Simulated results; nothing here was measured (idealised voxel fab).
Documented hereafter: the process module known as voxel lift off.
Section shown: cut. Width: 295 nm. Cell size: 5 nm, square.
When this document writes out a cross-section, it uses a grid of square cells and lists it as bands, beginning at the top and moving down, with a band standing for one or more rows of cells. Heads up on the band format: heights come first, top then bottom, in nm. After that it's the materials left to right, each with its width in nm. A single material flagged "full width" fills the whole band edge to edge, and "air" means there's empty space there. Heights are expressed relative to 0, this being the level below which the as-received wafer comprises one material exclusively. The lowest band is unbounded in the downward direction and is denoted as in "0..down". A width such as "30 to 40" changes by the same amount from each row of cells to the next, from the band's top row to its bottom row. Step note "nothing changed" = no cross-section cell changed. Basically, "Sealed voids" tells you about the enclosed voids: empty spaces with no open way to the top, 8 cells or bigger, each written width x height at distance, where distance is from the left edge, all in nm. after a step's settings: what the simulator itself notes on the step. The line of a step may include "overlay nm". On a step with a mask, this value is how far to the right of its planned place the mask lay. A negative value means the mask lay to the left.

-- Listed below are the process steps as planned
- 1: RECEIVE with material Si
- 2: CONFORMAL_DEP with material SiO2, thk nm 5
- 3: PATTERN with tone open, mask id LINES, material resist, width nm 20, pitch nm 40, thk nm 30, overlay nm -15
- 4: DIRECTIONAL_DEP with material Ru, thk nm 15
- 5: STRIP with etch materials resist
- 6: CONFORMAL_DEP with material SiN, thk nm 5
Across this set of wafers, the varied parameter is the overlay nm of step 3. Starting conditions are identical for every wafer, and the plan reports the value assigned to the first wafer.

-- First of several wafers (as received, post step 1), cross-sectional view
  0..down | Si full width
  Sealed voids: none

-- End-of-module cross-section, first of several wafers, after last step 6
  25..20 | air (95)  SiN (30)  air (10)  SiN (30)  air (130)
  20..10 | air (95)  SiN (5)  Ru (20)  SiN (5)  air (10)  SiN (5)  Ru (20)  SiN (5)  air (130)
  10..5 | SiN (100)  Ru (20)  SiN (20)  Ru (20)  SiN (135)
  5..0 | SiO2 full width
  0..down | Si full width
  Sealed voids: none

-- Final wafer cross-section at module end
  25..20 | air (125)  SiN (30)  air (10)  SiN (30)  air (100)
  20..10 | air (125)  SiN (5)  Ru (20)  SiN (5)  air (10)  SiN (5)  Ru (20)  SiN (5)  air (100)
  10..5 | SiN (130)  Ru (20)  SiN (20)  Ru (20)  SiN (105)
  5..0 | SiO2 full width
  0..down | Si full width
  Sealed voids: none

-- Below is a per-wafer table. In it, each row describes the wafer at the end of the module by giving, for each material, the number of cells gained (+) or lost (-) since the wafer was received, and after that the closed voids of the wafer
overlay nm -15 | +24 Ru | +71 SiN | +59 SiO2 | Sealed voids: none
overlay nm -10 | +24 Ru | +71 SiN | +59 SiO2 | Sealed voids: none
overlay nm -5 | +24 Ru | +71 SiN | +59 SiO2 | Sealed voids: none
overlay nm 0 | +24 Ru | +71 SiN | +59 SiO2 | Sealed voids: none
overlay nm 5 | +24 Ru | +71 SiN | +59 SiO2 | Sealed voids: none
overlay nm 10 | +24 Ru | +71 SiN | +59 SiO2 | Sealed voids: none
overlay nm 15 | +24 Ru | +71 SiN | +59 SiO2 | Sealed voids: none
